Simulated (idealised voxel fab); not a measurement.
This is a process module. Its name is voxel capacitor over wiring.
For reference, the cross-section in this document is cut, with width 210 nm and square cells of 5 nm.
When this document writes out a cross-section, it uses a grid of square cells and lists it as bands, beginning at the top and moving down, with a band standing for one or more rows of cells.
First you get the band's top height and its bottom height, in nm, and then the materials it's made of, left to right, with each width in nm. If you see a single material with "edge to edge", that one covers the band edge to edge. "blank" is empty space.
A quick word on heights: they are counted from 0, and under that level the wafer as it came to us is one material throughout. The lowest band is different from the rest in having no bottom; it simply continues downward, written as in "from 0 down".
The expression "30 to 40" gives the width at the extremes of the band, the first number at its top row of cells and the second at its bottom row, with the width changing by equal amounts from each row to the next in between.
The cross-section has no changed cell in any step marked "identical to before".
Voids not open to the top, 8 cells minimum: see "Voids lacking openings". Written width x height at distance; distance is from the left edge; nm.
Past the settings on a step's line: simulator remark, on that step.
Steps that use a mask can have "overlay nm" on their line. It says how far the mask sat to the right of where it was meant to be. Negative means to the left.

**The process steps that were planned are listed below**
1,RECEIVE | material Si
2,CONFORMAL_DEP | material SiO2 | thk nm 15
3,DIRECTIONAL_DEP | material TiN | thk nm 5
4,DIRECTIONAL_DEP | material W | thk nm 20
5,PATTERN | tone cover | mask id METAL_1 | material resist | width nm 25 | pitch nm 85 | thk nm 15 | overlay nm 0
6,DIRECTIONAL_ETCH | etch materials W | depth nm 20
7,DIRECTIONAL_ETCH | etch materials TiN | depth nm 5
8,STRIP | etch materials resist
9,CONFORMAL_DEP | material SiN | thk nm 5
10,FILL_DEP | material lowk | thk nm 5
11,CMP | height nm 40
12,CONFORMAL_DEP | material SiCN | thk nm 5
13,DIRECTIONAL_DEP | material lowk | thk nm 15
14,DIRECTIONAL_DEP | material aC | thk nm 15
15,PATTERN | tone open | mask id PLUG_1 | material resist | width nm 15 | thk nm 30 | overlay nm 0
16,DIRECTIONAL_ETCH | etch materials aC | depth nm 15
17,STRIP | etch materials resist
18,DIRECTIONAL_ETCH | etch materials lowk | depth nm 15
19,DIRECTIONAL_ETCH | etch materials SiCN | depth nm 5
20,STRIP | etch materials aC
21,EPI | material Ru | thk nm 10
22,EPI | material Ru | thk nm 10
23,DIRECTIONAL_DEP | material TiN | thk nm 10
24,DIRECTIONAL_DEP | material SiN | thk nm 5
25,DIRECTIONAL_DEP | material TiN | thk nm 5
26,PATTERN | tone cover | mask id UPPER_PLATE | material resist | width nm 65 | thk nm 15 | overlay nm 0
27,DIRECTIONAL_ETCH | etch materials TiN | depth nm 5
28,DIRECTIONAL_ETCH | etch materials SiN | depth nm 5
29,STRIP | etch materials resist
30,PATTERN | tone cover | mask id LOWER_PLATE | material resist | width nm 75 | thk nm 20 | overlay nm 0
31,DIRECTIONAL_ETCH | etch materials TiN | depth nm 10
32,STRIP | etch materials resist
33,FILL_DEP | material SiO2 | thk nm 15
34,CMP | height nm 90
35,DIRECTIONAL_DEP | material aC | thk nm 10
36,PATTERN | tone open | mask id PLUG_2 | material resist | width nm 15 | thk nm 30 | overlay nm 0
37,DIRECTIONAL_ETCH | etch materials aC | depth nm 10
38,STRIP | etch materials resist
39,DIRECTIONAL_ETCH | etch materials SiO2 | depth nm 10
40,STRIP | etch materials aC
41,CONFORMAL_DEP | material TiN | thk nm 5
42,FILL_DEP | material Ru | thk nm 10
43,CMP | height nm 90
44,CONFORMAL_DEP | material SiCN | thk nm 5

**Wafer as received: cross-section following step 1**
    from 0 down | Si edge to edge
    Voids lacking openings: none

**Cross-sectional view of the first of the two wafers upon completion of the module, processed in accordance with the plan**
    from 95 to 90 | SiCN edge to edge
    from 90 to 85 | 70 of SiO2, 5 of TiN, 5 of Ru, 5 of TiN, 125 of SiO2
    from 85 to 75 | 70 to 60 of SiO2, 15 to 65 of TiN, 125 to 85 of SiO2
    from 75 to 70 | 60 of SiO2, 65 of SiN, 85 of SiO2
    from 70 to 60 | 55 of SiO2, 75 of TiN, 80 of SiO2
    from 60 to 45 | 60 of lowk, 15 of Ru, 135 of lowk
    from 45 to 40 | 60 of SiCN, 15 of Ru, 135 of SiCN
    from 40 to 20 | 45 of lowk, 5 of SiN, 25 of W, 5 of SiN, 50 of lowk, 5 of SiN, 25 of W, 5 of SiN, 45 of lowk
    from 20 to 15 | 50 of SiN, 25 of TiN, 60 of SiN, 25 of TiN, 50 of SiN
    from 15 to 0 | SiO2 edge to edge
    from 0 down | Si edge to edge
    Voids lacking openings: none

**Second wafer of the two, sectioned at the end of the module. It began like the first and followed the same plan, but one mistake was made while running it**
    from 95 to 90 | SiCN edge to edge
    from 90 to 85 | 70 of SiO2, 5 of TiN, 5 of Ru, 5 of TiN, 125 of SiO2
    from 85 to 75 | 70 to 75 of SiO2, 15 to 50 of TiN, 125 to 85 of SiO2
    from 75 to 70 | 75 of SiO2, 50 of SiN, 85 of SiO2
    from 70 to 60 | 55 of SiO2, 5 of TiN, 15 of SiO2, 55 of TiN, 80 of SiO2
    from 60 to 55 | 60 of lowk, 15 of TiN, 135 of lowk
    from 55 to 50 | 60 of lowk, 15 of SiN, 135 of lowk
    from 50 to 45 | 60 of lowk, 15 of TiN, 135 of lowk
    from 45 to 40 | 60 of SiCN, 15 of TiN, 135 of SiCN
    from 40 to 20 | 50 of W, 5 of SiN, 15 of lowk, 5 of SiN, 60 of W, 5 of SiN, 15 of lowk, 5 of SiN, 50 of W
    from 20 to 15 | 50 of TiN, 25 of SiN, 60 of TiN, 25 of SiN, 50 of TiN
    from 15 to 0 | SiO2 edge to edge
    from 0 down | Si edge to edge
    Voids lacking openings: none
What was the processing mistake? step 5 ran with different settings than intended, the actual operation and settings being PATTERN | tone open | mask id METAL_1 | material resist | width nm 25 | pitch nm 85 | thk nm 15 | overlay nm 0
Once processing is complete, comparing cell counts shows that the second wafer has more or fewer of certain materials than the first: Ru: 12 fewer; SiN: 22 fewer; SiO2: 12 more; TiN: 22 more; W: 88 more; lowk: 88 fewer
